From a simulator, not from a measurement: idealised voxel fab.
Presented below is a process module, voxel local oxidation.
Cross-section cut spans 275 nm and uses square cells 5 nm in size.
In what follows, cross-sections appear as grids of square cells, described through bands that run from the top down, where every band is one or more rows of cells.
Band entry format. Leading values: height of top, height of bottom, nm. Remainder: materials in left-to-right order, each with its width in nm. Special words: "edge to edge" on a single material, which then fills the band edge to edge; "empty", empty space.
Heights are expressed relative to 0, this being the level below which the as-received wafer comprises one material exclusively. The lowest band is unbounded in the downward direction and is denoted as in "top 0, no bottom".
It should be noted that a width expressed as "30 to 40" varies in equal increments from row to row of cells within the band, taking the value of the first number at the top row and that of the second number at the bottom row.
Step marked "nothing different"? Then no cell in the cross-section changed in it.
"Sealed internal cavities" lists enclosed empty spaces (at least 8 cells, no open path upward to the top), each as width x height at distance from the left edge, in nm.
The remark found on a step's line after its settings is issued by the simulator itself and pertains to that step.
overlay nm: right-of-plan distance of the mask on a masked step; negative values mean left-of-plan.

Process steps (planned):
| 1 | RECEIVE | material Si |
| 2 | OXIDIZE | depth nm 5 |
| 3 | CONFORMAL_DEP | material SiN | thk nm 15 |
| 4 | PATTERN | tone cover | mask id ACTIVE | material resist | width nm 105 | thk nm 20 | overlay nm 0 |
| 5 | DIRECTIONAL_ETCH | etch materials SiN | depth nm 15 |
| 6 | STRIP | etch materials resist |
| 7 | SELECTIVE_ETCH | etch materials SiO2 | depth nm 5 |
| 8 | OXIDIZE | depth nm 10 |
| 9 | STRIP | etch materials SiN |
It is noted that the wafers described herein are identical at the outset and are distinguished by the width nm of step 4; the value stated in the plan corresponds to the first wafer.

The first of several wafers as received, shown in cross-section; this is its state after step 1:
* top 0, no bottom: Si edge to edge
* Sealed internal cavities: none

Post step 9, the closing step of the module: first of several wafers, cross-sectioned:
* top 0, bottom -5: empty=90, then SiO2=95, then empty=90
* top -5, bottom -15: SiO2=100, then Si=75, then SiO2=100
* top -15, no bottom: Si edge to edge
* Sealed internal cavities: none

Cross-section of the final wafer among several, taken at the end of the module:
* top 0, bottom -5: empty=80, then SiO2=120, then empty=75
* top -5, bottom -15: SiO2=90, then Si=100, then SiO2=85
* top -15, no bottom: Si edge to edge
* Sealed internal cavities: none

Per wafer, end of module: cells gained (+) or lost (-) per material since receipt, then closed voids:
width nm 105, -135 Si, +99 SiO2, Sealed internal cavities: none
width nm 110, -133 Si, +98 SiO2, Sealed internal cavities: none
width nm 115, -131 Si, +97 SiO2, Sealed internal cavities: none
width nm 120, -129 Si, +96 SiO2, Sealed internal cavities: none
width nm 125, -127 Si, +95 SiO2, Sealed internal cavities: none
width nm 130, -125 Si, +94 SiO2, Sealed internal cavities: none
